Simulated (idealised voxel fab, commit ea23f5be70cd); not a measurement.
The following is a process module called voxel self aligned vias.
cross-section cut | 255 nm wide | cells 5 nm
Throughout this document, each cross-section is represented as a grid of square cells and is presented as a sequence of bands enumerated from the top downward, where a band comprises one or more rows of cells.
A band entry consists of two parts. The first gives the height of the band's top and the height of its bottom, in nm. The rest lists the band's materials from left to right, each with its width in nm. A single material labelled with the word "full width" fills the band from edge to edge, and the word "air" marks empty space.
Zero point of the height axis is 0; under it, received wafer = one material. Lowest band: continues down indefinitely, "0 -> down".
With a width like "30..40", each row of cells in the band differs from the next by the same amount, the top row carrying the first number and the bottom row the second.
Step note "no change" = no cross-section cell changed.
Empty spaces without an open route to the top, at least 8 cells in extent, make up the entry "Closed void catalog"; each is given as width x height at distance, where the distance is measured from the left edge, and all are in nm.
On a step's line, text after the settings is the simulator commenting on that step.
overlay nm: mask offset rightward from planned place, masked step; negative means leftward offset.

# Planned process steps
| 1 | RECEIVE with material Si |
| 2 | CONFORMAL_DEP with material SiO2, thk nm 10 |
| 3 | CONFORMAL_DEP with material SiCN, thk nm 5 |
| 4 | DIRECTIONAL_DEP with material lowk, thk nm 25 |
| 5 | PATTERN with tone open, mask id LINES, material resist, width nm 25, pitch nm 55, thk nm 20, overlay nm 0 |
| 6 | DIRECTIONAL_ETCH with etch materials lowk, depth nm 25 |
| 7 | STRIP with etch materials resist |
| 8 | CONFORMAL_DEP with material TiN, thk nm 5 |
| 9 | FILL_DEP with material Ru, thk nm 10 |
| 10 | CMP with height nm 40 |
| 11 | SELECTIVE_ETCH with etch materials W Ru TiN, depth nm 5 |
| 12 | FILL_DEP with material SiN, thk nm 10 |
| 13 | CMP with height nm 30 |
| 14 | DIRECTIONAL_DEP with material lowk, thk nm 15 |
| 15 | DIRECTIONAL_DEP with material aC, thk nm 15 |
| 16 | PATTERN with tone open, mask id VIAS, material resist, width nm 35, pitch nm 55, thk nm 30, overlay nm 0 |
| 17 | DIRECTIONAL_ETCH with etch materials aC, depth nm 15 |
| 18 | STRIP with etch materials resist |
| 19 | DIRECTIONAL_ETCH with etch materials lowk, depth nm 15 |
| 20 | DIRECTIONAL_ETCH with etch materials SiN, depth nm 5 |
| 21 | STRIP with etch materials aC |
| 22 | CONFORMAL_DEP with material TiN, thk nm 5 |
| 23 | FILL_DEP with material Cu, thk nm 10 |
| 24 | CMP with height nm 55 |
| 25 | CONFORMAL_DEP with material SiCN, thk nm 5 |
varied across the wafers: height nm of step 13. The plan shows the first wafer's value. All wafers start alike

# The as-received cross-section of the first of several wafers corresponds to the state after step 1
- 0 -> down  Si full width
- Closed void catalog: none

# Cross-sectional representation of the first of several wafers at the end of the module, i.e. after its terminal step, step 25
- 60 -> 55  SiCN full width
- 55 -> 50  Cu full width
- 50 -> 45  TiN (85); Cu (25); TiN (30); Cu (25); TiN (90)
- 45 -> 35  lowk (80); TiN (5); Cu (25); TiN (5); lowk (20); TiN (5); Cu (25); TiN (5); lowk (85)
- 35 -> 30  lowk (80); TiN (35); lowk (20); TiN (35); lowk (85)
- 30 -> 20  lowk (85); TiN (5); Ru (15); TiN (5); lowk (30); TiN (5); Ru (15); TiN (5); lowk (90)
- 20 -> 15  lowk (85); TiN (25); lowk (30); TiN (25); lowk (90)
- 15 -> 10  SiCN full width
- 10 -> 0  SiO2 full width
- 0 -> down  Si full width
- Closed void catalog: none

# Last wafer of the set, cross-sectioned at end of module
- 60 -> 55  SiCN full width
- 55 -> 50  lowk (80); TiN (5); Cu (25); TiN (5); lowk (20); TiN (5); Cu (25); TiN (5); lowk (85)
- 50 -> 45  SiN (80); TiN (35); SiN (20); TiN (35); SiN (85)
- 45 -> 40  SiN full width
- 40 -> 35  lowk (85); SiN (25); lowk (30); SiN (25); lowk (90)
- 35 -> 20  lowk (85); TiN (5); Ru (15); TiN (5); lowk (30); TiN (5); Ru (15); TiN (5); lowk (90)
- 20 -> 15  lowk (85); TiN (25); lowk (30); TiN (25); lowk (90)
- 15 -> 10  SiCN full width
- 10 -> 0  SiO2 full width
- 0 -> down  Si full width
- Closed void catalog: none

# Where each wafer stands at the end of the module, a row apiece: cells of each material gained (+) or lost (-) since it was received, then closed voids
height nm 30 | +81 Cu | +12 Ru | +102 SiCN | +102 SiO2 | +81 TiN | +234 lowk | Closed void catalog: none
height nm 35 | +30 Cu | +18 Ru | +102 SiCN | +102 SiO2 | +85 TiN | +275 lowk | Closed void catalog: none
height nm 40 | +26 Cu | +18 Ru | +102 SiCN | +102 SiO2 | +48 TiN | +316 lowk | Closed void catalog: none
height nm 45 | +20 Cu | +18 Ru | +102 SiCN | +47 SiN | +102 SiO2 | +44 TiN | +279 lowk | Closed void catalog: none
height nm 50 | +10 Cu | +18 Ru | +102 SiCN | +98 SiN | +102 SiO2 | +40 TiN | +242 lowk | Closed void catalog: none
